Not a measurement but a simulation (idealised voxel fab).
Process module, titled voxel self aligned vias
Cross-section cut spans 155 nm and uses square cells 5 nm in size.
When this document writes out a cross-section, it uses a grid of square cells and lists it as bands, beginning at the top and moving down, with a band standing for one or more rows of cells.
Top height, bottom height, nm. Materials left to right, width each, nm. Single material + "full width" = fills band edge to edge. "air" = empty.
Heights are expressed relative to 0, this being the level below which the as-received wafer comprises one material exclusively. The lowest band is unbounded in the downward direction and is denoted as in "0..down".
Top row gets the first number, bottom row gets the second, and each row in between changes by the same step: that is how a band width like "30 to 40" works.
"everything unchanged" means the step left every cell of the cross-section as it was.
Empty spaces counting at least 8 cells and having no open way to the top are listed in "Enclosed void entries". The notation width x height at distance is used for each, the distance being from the left edge and all three values in nm.
Text after the settings on a step's line: the simulator's own remark on that step.
overlay nm, on a step with a mask: how far to the right of its planned place the mask lay; to the left if negative

Listed below are the process steps as planned:
step 1: RECEIVE with material Si
step 2: CONFORMAL_DEP with material SiO2, thk nm 10
step 3: CONFORMAL_DEP with material SiCN, thk nm 5
step 4: DIRECTIONAL_DEP with material lowk, thk nm 25
step 5: DIRECTIONAL_DEP with material aC, thk nm 15
step 6: PATTERN with tone open, mask id LINES, material resist, width nm 20, pitch nm 70, thk nm 35, overlay nm 0
step 7: DIRECTIONAL_ETCH with etch materials aC, depth nm 15
step 8: STRIP with etch materials resist
step 9: DIRECTIONAL_ETCH with etch materials lowk, depth nm 25
step 10: STRIP with etch materials aC
step 11: CONFORMAL_DEP with material TiN, thk nm 5
step 12: FILL_DEP with material Ru, thk nm 5
step 13: CMP with height nm 40
step 14: SELECTIVE_ETCH with etch materials W Ru TiN, depth nm 5
step 15: FILL_DEP with material SiN, thk nm 10
step 16: CMP with height nm 40
step 17: DIRECTIONAL_DEP with material lowk, thk nm 15
step 18: MASKED_ETCH with tone open, mask id VIAS, width nm 40, etch materials lowk, depth nm 15, overlay nm 0
step 19: MASKED_ETCH with tone open, mask id VIAS, width nm 40, etch materials SiN, depth nm 5, overlay nm 0
step 20: CONFORMAL_DEP with material TiN, thk nm 5
step 21: FILL_DEP with material Cu, thk nm 10
step 22: CMP with height nm 55
step 23: CONFORMAL_DEP with material SiN, thk nm 5

Cross-section of the wafer as it came to us, i.e., already through step 1:
0..down: Si full width
Enclosed void entries: none

End-of-module cross-section. Starting structure and process plan as above; one mistake made in running it:
60..55: SiN full width
55..45: lowk=25 / TiN=5 / Cu=30 / TiN=5 / lowk=90
45..40: lowk=25 / TiN=10 / Cu=10 / TiN=20 / lowk=90
40..35: lowk=30 / TiN=20 / lowk=50 / SiN=20 / lowk=35
35..20: lowk=30 / TiN=5 / Ru=10 / TiN=5 / lowk=50 / TiN=5 / Ru=10 / TiN=5 / lowk=35
20..15: lowk=30 / TiN=20 / lowk=50 / TiN=20 / lowk=35
15..10: SiCN full width
10..0: SiO2 full width
0..down: Si full width
Enclosed void entries: none
what went wrong: rather than as planned, step 18 actually ran as MASKED_ETCH with tone open, mask id VIAS, width nm 40, etch materials lowk, depth nm 15, overlay nm 5
